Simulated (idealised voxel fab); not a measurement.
Herein follows the process module entitled voxel spacer lines.
295 nm wide, 5 nm square cells: that's cross-section cut.
In this document a cross-section is written as a grid of square cells. It is given as a series of bands, listed from the top down, and a band is one or more rows of cells. What a band's entry tells you: where the top is and where the bottom is, as heights in nm, and after that what lies inside, material by material from left to right, each with its width in nm. Empty space is written as the word "air", and a single material marked with the word "full width" occupies the band from edge to edge. Ref level 0: as-received wafer is one material below here. Bottom band extends down with no lower bound ("0 nm and below"). Think of "30->40" as a width that walks from the first number to the second as you go down the band, top row to bottom row, taking equal-sized steps from row to row. Where the words "identical to before" appear for a step, the cross-section shows no cell changed by that step; every cell remained as before. The label "Completely enclosed voids" introduces a list of the empty spaces, 8 cells or larger, that have no open way up to the top; each entry in it reads width x height at distance, where the distance is taken from the left edge and all three are stated in nm. Step line, after settings: the simulator's comment on this step. Each step line may optionally specify "overlay nm", which for a step with a mask gives the rightward distance between the mask's planned place and where it lay, a negative value indicating the leftward direction.

Planned process steps:
1) RECEIVE [material Si]
2) CONFORMAL_DEP [material Al2O3] [thk nm 5]
3) DIRECTIONAL_DEP [material polySi] [thk nm 10]
4) DIRECTIONAL_DEP [material aC] [thk nm 25]
5) PATTERN [tone cover] [mask id MANDREL] [material resist] [width nm 20] [pitch nm 60] [thk nm 35] [overlay nm 0]
6) DIRECTIONAL_ETCH [etch materials aC] [depth nm 25]
7) STRIP [etch materials resist]
8) CONFORMAL_DEP [material SiO2] [thk nm 10]
9) DIRECTIONAL_ETCH [etch materials SiO2] [depth nm 10]
10) STRIP [etch materials aC]
11) DIRECTIONAL_ETCH [etch materials polySi] [depth nm 10]
12) STRIP [etch materials SiO2]
13) FILL_DEP [material lowk] [thk nm 5]
14) CMP [height nm 5]
varied across the wafers: height nm of step 14. The plan shows the first wafer's value. All wafers start alike

First of several wafers, received after step 1, in cross-section:
- 0 nm and below  Si full width
- Completely enclosed voids: none

Each row below is a wafer at the end of the module, listing for every material the number of cells it has gained (+) or lost (-) since it was received, followed by its closed voids:
height nm 5, +59 Al2O3, Completely enclosed voids: none
height nm 10, +59 Al2O3, +47 lowk, +12 polySi, Completely enclosed voids: none
height nm 15, +59 Al2O3, +94 lowk, +24 polySi, Completely enclosed voids: none
height nm 20, +59 Al2O3, +153 lowk, +24 polySi, Completely enclosed voids: none
